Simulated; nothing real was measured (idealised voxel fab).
Proc. module: voxel lift off
The figure presents cross-section cut, which has a width of 170 nm and is divided into square cells with an edge length of 5 nm.
When this document writes out a cross-section, it uses a grid of square cells and lists it as bands, beginning at the top and moving down, with a band standing for one or more rows of cells. The band entry comprises the height of the band's top followed by the height of its bottom, expressed in nm, and subsequently the band's materials from left to right, each stated together with its width in nm. Where a single material is marked with the word "throughout", that material fills the band from edge to edge. The word "empty" represents empty space. Heights from 0 (as-received wafer is one material below). Bottom band endless downward, as "0 down". Per-row width for "30->40": begins at first number (top row of band), ends at second number (bottom row), increment between rows held constant. Take "same as before" at face value: in the step it is given for, the cross-section changed in none of its cells. Basically, "Unvented voids" tells you about the enclosed voids: empty spaces with no open way to the top, 8 cells or bigger, each written width x height at distance, where distance is from the left edge, all in nm. That trailing text on a step's line, after the settings, is the simulator's own remark on the step. The line of a step may include "overlay nm". On a step with a mask, this value is how far to the right of its planned place the mask lay. A negative value means the mask lay to the left.
-- Intended process steps
1 RECEIVE,material Si
2 CONFORMAL_DEP,material SiO2,thk nm 15
3 PATTERN,tone open,mask id LINES,material resist,width nm 25,pitch nm 55,thk nm 15,overlay nm 0
4 DIRECTIONAL_DEP,material Ru,thk nm 5
5 STRIP,etch materials resist
6 CONFORMAL_DEP,material SiO2,thk nm 5
-- First of two wafers: run as planned
-- So this is the incoming wafer in cross-section - it's already been through step 1
	0 down  Si throughout
	Unvented voids: none
-- Cross-sectional representation of the wafer at the conclusion of step 2
	15 to 0  SiO2 throughout
	Beneath the level 0, the cross-section is identical to its previous state.
-- Cross-sectional representation of the wafer at the conclusion of step 3
	30 to 15  15 nm resist, then 25 nm empty, then 30 nm resist, then 25 nm empty, then 30 nm resist, then 25 nm empty, then 20 nm resist
	Beneath the level 15, the cross-section is identical to its previous state.
-- Cross-sectional representation of the wafer at the conclusion of step 4
	35 to 30  15 nm Ru, then 25 nm empty, then 30 nm Ru, then 25 nm empty, then 30 nm Ru, then 25 nm empty, then 20 nm Ru
	30 to 20  15 nm resist, then 25 nm empty, then 30 nm resist, then 25 nm empty, then 30 nm resist, then 25 nm empty, then 20 nm resist
	20 to 15  15 nm resist, then 25 nm Ru, then 30 nm resist, then 25 nm Ru, then 30 nm resist, then 25 nm Ru, then 20 nm resist
	Beneath the level 15, the cross-section is identical to its previous state.
-- Cross-sectional representation of the wafer at the conclusion of step 5
	20 to 15  15 nm empty, then 25 nm Ru, then 30 nm empty, then 25 nm Ru, then 30 nm empty, then 25 nm Ru, then 20 nm empty
	Beneath the level 15, the cross-section is identical to its previous state.
-- Cross-sectional representation of the wafer at the conclusion of step 6
	25 to 20  10 nm empty, then 35 nm SiO2, then 20 nm empty, then 35 nm SiO2, then 20 nm empty, then 35 nm SiO2, then 15 nm empty
	20 to 15  15 nm SiO2, then 25 nm Ru, then 30 nm SiO2, then 25 nm Ru, then 30 nm SiO2, then 25 nm Ru, then 20 nm SiO2
	Beneath the level 15, the cross-section is identical to its previous state.
-- Notes, second wafer: start = first wafer's, plan = first wafer's, execution had one mistake; history identical to first through step 5
-- Second wafer, cross-section, planned end of step 6
	25 to 20  10 nm empty, then 35 nm Ru, then 20 nm empty, then 35 nm Ru, then 20 nm empty, then 35 nm Ru, then 15 nm empty
	20 to 15  Ru throughout
	Beneath the level 15, the cross-section is identical to its previous state.
what went wrong: rather than as planned, step 6 actually ran as CONFORMAL_DEP,material Ru,thk nm 5
At the finish, the second wafer shows more or fewer cells for some materials than the first does: 40 more of Ru; 40 fewer of SiO2
